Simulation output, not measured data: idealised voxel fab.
Name of the process module below: voxel self aligned vias
Section cut is 210 nm wide and gridded with 5 nm square cells.
A cross-section is a grid of square cells, given in bands from the top down. A band is one or more rows of cells.
Per band: top height and bottom height in nm, followed by the left-to-right materials and their widths in nm; "full width" marks a single material spanning edge to edge, "empty" marks empty space.
Measure heights from 0. That's the level where, below it, the as-received wafer is all one material. The lowest band is bottomless and extends downward; write it as in "from 0 down".
The expression "30->40" gives the width at the extremes of the band, the first number at its top row of cells and the second at its bottom row, with the width changing by equal amounts from each row to the next in between.
Reading "nothing was modified" for a step: not a cell of the cross-section changed in it.
So "Trapped cavities" is basically the list of trapped voids: any empty space of 8 cells or more that can't reach the top through an opening. They're written width x height at distance, the distance being from the left edge, and it's all nm.
Whatever follows a step's settings on its line is a remark the simulator itself makes about that step.
overlay nm, on a step with a mask: how far to the right of its planned place the mask lay; to the left if negative
### Planned process steps
1) RECEIVE, material Si
2) CONFORMAL_DEP, material SiO2, thk nm 15
3) CONFORMAL_DEP, material SiCN, thk nm 5
4) DIRECTIONAL_DEP, material SiO2, thk nm 20
5) PATTERN, tone open, mask id LINES, material resist, width nm 20, pitch nm 55, thk nm 15, overlay nm 0
6) DIRECTIONAL_ETCH, etch materials SiO2, depth nm 10
7) STRIP, etch materials resist
8) CONFORMAL_DEP, material TiN, thk nm 5
9) FILL_DEP, material Ru, thk nm 5
10) CMP, height nm 40
11) SELECTIVE_ETCH, etch materials W Ru TiN, depth nm 10
12) FILL_DEP, material SiN, thk nm 10
13) CMP, height nm 40
14) DIRECTIONAL_DEP, material SiO2, thk nm 20
15) MASKED_ETCH, tone open, mask id VIAS, width nm 40, pitch nm 110, etch materials SiO2, depth nm 20, overlay nm 0
16) MASKED_ETCH, tone open, mask id VIAS, width nm 40, pitch nm 110, etch materials SiN, depth nm 10, overlay nm 0
17) CONFORMAL_DEP, material TiN, thk nm 5
18) FILL_DEP, material Cu, thk nm 10
19) CMP, height nm 60
20) CONFORMAL_DEP, material SiCN, thk nm 5
Wafers differ in depth nm at step 6; plan lists the first wafer's value; identical starting state.
### Cut through the first of several wafers as received, post step 1
	from 0 down  Si full width
	Trapped cavities: none
### Here is how to read the rows: every wafer has a row, and it shows the wafer at the end of the module, giving for each material how many cells were gained (+) or lost (-) since the wafer was received, then listing its closed voids
depth nm 10 | +44 Cu | +84 SiCN | +8 SiN | +374 SiO2 | +36 TiN | Trapped cavities: none
depth nm 15 | +44 Cu | +84 SiCN | +8 SiN | +362 SiO2 | +48 TiN | Trapped cavities: none
depth nm 20 | +44 Cu | +6 Ru | +84 SiCN | +8 SiN | +350 SiO2 | +54 TiN | Trapped cavities: none
depth nm 25 | +44 Cu | +6 Ru | +84 SiCN | +8 SiN | +350 SiO2 | +54 TiN | Trapped cavities: none
depth nm 30 | +44 Cu | +6 Ru | +84 SiCN | +8 SiN | +350 SiO2 | +54 TiN | Trapped cavities: none
depth nm 35 | +44 Cu | +6 Ru | +84 SiCN | +8 SiN | +350 SiO2 | +54 TiN | Trapped cavities: none
